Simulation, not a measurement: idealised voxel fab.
Module name: voxel tone inversion (process module)
In the cross-section labelled cut, the width is 290 nm and each square cell is 5 nm.
Format of a cross-section: grid, square cells. Given as bands. Order: top down. Band: one or more rows of cells. Band: top height; bottom height; in nm. Then, left to right: material with width in nm, for each material. "edge to edge": a single material spanning edge to edge. "air": empty space. Where do heights start? At 0: under that level the wafer as delivered is made of one material only. And the lowest band has no floor; it just carries on downward, as in "0 nm and below". Top row gets the first number, bottom row gets the second, and each row in between changes by the same step: that is how a band width like "30..40" works. The designation "nothing altered", where it is given for a processing step, indicates that no cell of the cross-section was altered in the course of that step. "Enclosed voids" contains a list of empty spaces, each no smaller than 8 cells and without an open way to the top, written in the form width x height at distance with the distance from the left edge and all three in nm. It should be noted that, on the line of a given step, the content following the step's settings is a remark produced by the simulator itself with respect to that step. overlay nm: right-of-plan distance of the mask on a masked step; negative values mean left-of-plan.

**The process steps that were planned are listed below**
| 1 | RECEIVE, material Si |
| 2 | CONFORMAL_DEP, material SiCN, thk nm 10 |
| 3 | DIRECTIONAL_DEP, material aC, thk nm 25 |
| 4 | PATTERN, tone cover, mask id POSTS, material resist, width nm 20, pitch nm 35, thk nm 30, overlay nm 0 |
| 5 | DIRECTIONAL_ETCH, etch materials aC, depth nm 25 |
| 6 | STRIP, etch materials resist |
| 7 | FILL_DEP, material SiO2, thk nm 10 |
| 8 | CMP, height nm 35 |
| 9 | STRIP, etch materials aC |
| 10 | CONFORMAL_DEP, material TiN, thk nm 5 |
| 11 | FILL_DEP, material Cu, thk nm 5 |
| 12 | CMP, height nm 35 |
| 13 | CONFORMAL_DEP, material SiN, thk nm 5 |

**Received-state cross-section, reflecting completion of step 1**
    0 nm and below = Si edge to edge
    Enclosed voids: none

**First of two wafers at the end of the module, shown in cross-section; run carried out as planned**
    40 nm to 35 nm = SiN edge to edge
    35 nm to 15 nm = SiO2 100 nm / TiN 5 nm / Cu 10 nm / TiN 5 nm / SiO2 15 nm / TiN 5 nm / Cu 10 nm / TiN 5 nm / SiO2 15 nm / TiN 5 nm / Cu 10 nm / TiN 5 nm / SiO2 100 nm
    15 nm to 10 nm = SiO2 100 nm / TiN 20 nm / SiO2 15 nm / TiN 20 nm / SiO2 15 nm / TiN 20 nm / SiO2 100 nm
    10 nm to 0 nm = SiCN edge to edge
    0 nm and below = Si edge to edge
    Enclosed voids: none

**Second of two wafers, module complete, sectioned: it shares the first wafer's start and plan but was run with one mistake**
    40 nm to 35 nm = SiN edge to edge
    35 nm to 15 nm = SiO2 105 nm / TiN 5 nm / Cu 5 nm / TiN 5 nm / SiO2 20 nm / TiN 5 nm / Cu 5 nm / TiN 5 nm / SiO2 20 nm / TiN 5 nm / Cu 5 nm / TiN 5 nm / SiO2 100 nm
    15 nm to 10 nm = SiO2 105 nm / TiN 15 nm / SiO2 20 nm / TiN 15 nm / SiO2 20 nm / TiN 15 nm / SiO2 100 nm
    10 nm to 0 nm = SiCN edge to edge
    0 nm and below = Si edge to edge
    Enclosed voids: none
Error vs. plan: step 4 did not use the planned setting and instead ran as PATTERN, tone cover, mask id POSTS, material resist, width nm 15, pitch nm 35, thk nm 30, overlay nm 0
The final cell counts differ between the wafers, with the second having more or fewer of some materials than the first: -12 Cu, +15 SiO2, -3 TiN
